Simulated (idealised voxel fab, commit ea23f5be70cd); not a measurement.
Documented hereafter: the process module known as voxel self aligned vias.
Cross-section cut: width 285 nm, square cells of 5 nm.
Bands, listed from the top down, are how a cross-section gets written in this document; the cross-section itself is a grid of square cells, and a band is one or more rows of them.
In this notation a band is specified by the heights of its top and bottom, in that order and in nm, after which its materials appear from left to right, each paired with its width in nm. The word "throughout" attached to a single material means that material fills the band from edge to edge; the word "air" stands for empty space.
Height is counted from the level 0, under which the received wafer is composed throughout of one material. The lowest of the bands is not closed at the bottom but continues downward, in the notation "0 and below".
A two-number width, for instance "30->40", indicates that the width is equal to the first number in the top row of the band and to the second number in the bottom row, and that it changes by a constant amount per row of cells.
You'll sometimes find "no alteration" written for a step, and that's the way of saying that nowhere in the cross-section did a cell change during that step.
Entry "Closed void catalog" = empty spaces >= 8 cells with no open way to the top; each as width x height at distance, distance from left edge, all nm.
Text after the settings on a step's line: the simulator's own remark on that step.
"overlay nm" denotes, for a step that has a mask, the displacement of the mask to the right of its planned place, with negative values corresponding to the left.

Below is the list of planned process steps:
1) RECEIVE: material Si
2) CONFORMAL_DEP: material SiO2, thk nm 15
3) CONFORMAL_DEP: material SiCN, thk nm 5
4) DIRECTIONAL_DEP: material lowk, thk nm 25
5) PATTERN: tone open, mask id LINES, material resist, width nm 30, pitch nm 70, thk nm 20, overlay nm 0
6) DIRECTIONAL_ETCH: etch materials lowk, depth nm 25
7) STRIP: etch materials resist
8) CONFORMAL_DEP: material TiN, thk nm 5
9) FILL_DEP: material Ru, thk nm 10
10) CMP: height nm 45
11) SELECTIVE_ETCH: etch materials W Ru TiN, depth nm 5
12) FILL_DEP: material SiN, thk nm 10
13) CMP: height nm 45
14) DIRECTIONAL_DEP: material lowk, thk nm 20
15) PATTERN: tone open, mask id VIAS, material resist, width nm 40, pitch nm 70, thk nm 15, overlay nm 0
16) DIRECTIONAL_ETCH: etch materials lowk, depth nm 20
17) DIRECTIONAL_ETCH: etch materials SiN, depth nm 5
18) STRIP: etch materials resist
19) CONFORMAL_DEP: material TiN, thk nm 5
20) FILL_DEP: material Cu, thk nm 10
21) CMP: height nm 65
22) CONFORMAL_DEP: material SiN, thk nm 5

As received (post step 1): cross-section:
* 0 and below | Si throughout
* Closed void catalog: none

Wafer cross-section at module end: first of two, run to plan:
* 70 down to 65 | SiN throughout
* 65 down to 50 | 85 of lowk  5 of TiN  30 of Cu  5 of TiN  30 of lowk  5 of TiN  30 of Cu  5 of TiN  90 of lowk
* 50 down to 45 | 85 of lowk  10 of TiN  20 of Cu  10 of TiN  30 of lowk  10 of TiN  20 of Cu  10 of TiN  90 of lowk
* 45 down to 40 | 90 of lowk  30 of TiN  40 of lowk  30 of TiN  95 of lowk
* 40 down to 25 | 90 of lowk  5 of TiN  20 of Ru  5 of TiN  40 of lowk  5 of TiN  20 of Ru  5 of TiN  95 of lowk
* 25 down to 20 | 90 of lowk  30 of TiN  40 of lowk  30 of TiN  95 of lowk
* 20 down to 15 | SiCN throughout
* 15 down to 0 | SiO2 throughout
* 0 and below | Si throughout
* Closed void catalog: none

What the second wafer looks like in cross-section once the module is done. Its start and its plan matched the first wafer's exactly; what differed was one mistake in how it was run:
* 70 down to 65 | SiN throughout
* 65 down to 50 | 85 of lowk  5 of TiN  30 of Cu  5 of TiN  30 of lowk  5 of TiN  30 of Cu  5 of TiN  90 of lowk
* 50 down to 45 | 85 of lowk  40 of TiN  30 of lowk  40 of TiN  90 of lowk
* 45 down to 40 | SiCN throughout
* 40 down to 15 | lowk throughout
* 15 down to 0 | SiO2 throughout
* 0 and below | Si throughout
* Closed void catalog: none
Finding, execution versus plan: step 3 ran in the slot meant for step 4, and vice versa
Count the cells at the end and the second wafer has more or fewer of some materials than the first: Cu: 8 fewer | Ru: 24 fewer | TiN: 28 fewer | lowk: 60 more
